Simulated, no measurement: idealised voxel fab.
This section sets out a process module, namely voxel self aligned vias.
Displayed cross-section: cut, width of 290 nm, square cells sized 5 nm.
We lay out every cross-section as a grid of square cells and spell it out in bands from the top down, where one band means one or more rows of cells.
This entry defines a band. It first specifies the height of the band's top and the height of its bottom in nm, and then specifies the band's materials from left to right, stating each material with its width in nm. The word "edge to edge" identifies a single material that fills the band from edge to edge, while the word "empty" identifies empty space.
Where do heights start? At 0: under that level the wafer as delivered is made of one material only. And the lowest band has no floor; it just carries on downward, as in "0 -> down".
With a width like "30 to 40", each row of cells in the band differs from the next by the same amount, the top row carrying the first number and the bottom row the second.
"no alterations made" (step): cross-section cells unchanged, all of them.
For the entry "Cavities, closed", the listed items are empty spaces with no open way to the top whose size is 8 cells or more; each item follows the pattern width x height at distance, where distance is from the left edge and all three are in nm.
Anything after a step's settings on that line? It's the simulator's own note about the step.
A step line may carry the setting "overlay nm", which, for steps involving a mask, states the distance by which the mask lay to the right of its intended position; negative values denote displacement to the left.
[The process steps that were planned are listed below]
1) RECEIVE, material Si
2) CONFORMAL_DEP, material SiO2, thk nm 15
3) CONFORMAL_DEP, material SiCN, thk nm 5
4) DIRECTIONAL_DEP, material SiO2, thk nm 20
5) MASKED_ETCH, tone open, mask id LINES, width nm 25, pitch nm 70, etch materials SiO2, depth nm 20, overlay nm 0
6) CONFORMAL_DEP, material TiN, thk nm 5
7) FILL_DEP, material Ru, thk nm 10
8) CMP, height nm 40
9) SELECTIVE_ETCH, etch materials W Ru TiN, depth nm 10
10) FILL_DEP, material SiN, thk nm 5
11) CMP, height nm 40
12) DIRECTIONAL_DEP, material SiO2, thk nm 20
13) PATTERN, tone open, mask id VIAS, material resist, width nm 45, thk nm 20, overlay nm 0
14) DIRECTIONAL_ETCH, etch materials SiO2, depth nm 20
15) DIRECTIONAL_ETCH, etch materials SiN, depth nm 10
16) STRIP, etch materials resist
17) CONFORMAL_DEP, material TiN, thk nm 5
18) FILL_DEP, material W, thk nm 5
19) CMP, height nm 60
20) CONFORMAL_DEP, material SiN, thk nm 5
[Delivered wafer in cross-section: state after step 1]
    0 -> down | Si edge to edge
    Cavities, closed: none
[The plan above was carried out on the starting structure above with one mistake, and this cross-section shows the wafer at the end of the module]
    65 -> 60 | SiN edge to edge
    60 -> 45 | 90 of SiO2  5 of TiN  25 of W  5 of TiN  165 of SiO2
    45 -> 40 | 90 of SiO2  10 of TiN  15 of W  10 of TiN  165 of SiO2
    40 -> 35 | 95 of SiO2  5 of TiN  15 of W  5 of TiN  45 of SiO2  25 of SiN  100 of SiO2
    35 -> 30 | 95 of SiO2  25 of TiN  45 of SiO2  25 of SiN  100 of SiO2
    30 -> 25 | 95 of SiO2  5 of TiN  15 of Ru  5 of TiN  45 of SiO2  5 of TiN  15 of Ru  5 of TiN  100 of SiO2
    25 -> 20 | 95 of SiO2  25 of TiN  45 of SiO2  25 of TiN  100 of SiO2
    20 -> 15 | SiCN edge to edge
    15 -> 0 | SiO2 edge to edge
    0 -> down | Si edge to edge
    Cavities, closed: none
Finding, execution versus plan: step 13 did not happen as planned, as run it was PATTERN, tone open, mask id VIAS, material resist, width nm 35, thk nm 20, overlay nm 0
